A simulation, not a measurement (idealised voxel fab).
process module | voxel tone inversion
cross-section cut | 190 nm wide | cells 5 nm
A cross-section is a grid of square cells, given in bands from the top down. A band is one or more rows of cells.
Each band's line starts with the height of the band's top and of its bottom, in nm. Then come its materials from left to right, each with its width in nm. One material with "throughout" fills the band from edge to edge. "air" is empty space.
Height 0 is the level under which the wafer as received is all one material. The lowest band goes on downwards, as in "0 down".
A width such as "30 to 40" changes by the same amount from each row of cells to the next, from the band's top row to its bottom row.
"no change" after a step means that no cell of the cross-section changed.
closed voids: empty space of 8 cells or more with no open way to the top, each as width x height at its distance from the left edge, in nm
after a step's settings: what the simulator itself notes on the step
overlay nm, on a step with a mask: how far to the right of its planned place the mask lay; to the left if negative
plan
1 op RECEIVE | material Si
2 op CONFORMAL_DEP | material SiN | thk nm 5
3 op DIRECTIONAL_DEP | material aC | thk nm 20
4 op PATTERN | tone cover | mask id POSTS | material resist | width nm 15 | pitch nm 50 | thk nm 30 | overlay nm 0
5 op DIRECTIONAL_ETCH | etch materials aC | depth nm 20
6 op STRIP | etch materials resist
7 op FILL_DEP | material lowk | thk nm 10
8 op CMP | height nm 25
9 op STRIP | etch materials aC
10 op CONFORMAL_DEP | material TiN | thk nm 5
11 op FILL_DEP | material W | thk nm 10
12 op CMP | height nm 25
13 op CONFORMAL_DEP | material SiCN | thk nm 5
varied across the wafers: width nm of step 4. The plan shows the first wafer's value. All wafers start alike
first wafer as received, after step 1
  0 down: Si throughout
  closed voids: none
each wafer at the end: cells of each material gained (+) or lost (-) since it was received, then its closed voids
width nm 15 | +38 SiCN | +38 SiN | +18 TiN | +6 W | +128 lowk | closed voids: none
width nm 20 | +38 SiCN | +38 SiN | +20 TiN | +12 W | +120 lowk | closed voids: none
width nm 25 | +38 SiCN | +38 SiN | +22 TiN | +18 W | +112 lowk | closed voids: none
width nm 30 | +38 SiCN | +38 SiN | +24 TiN | +24 W | +104 lowk | closed voids: none
width nm 35 | +38 SiCN | +38 SiN | +26 TiN | +30 W | +96 lowk | closed voids: none
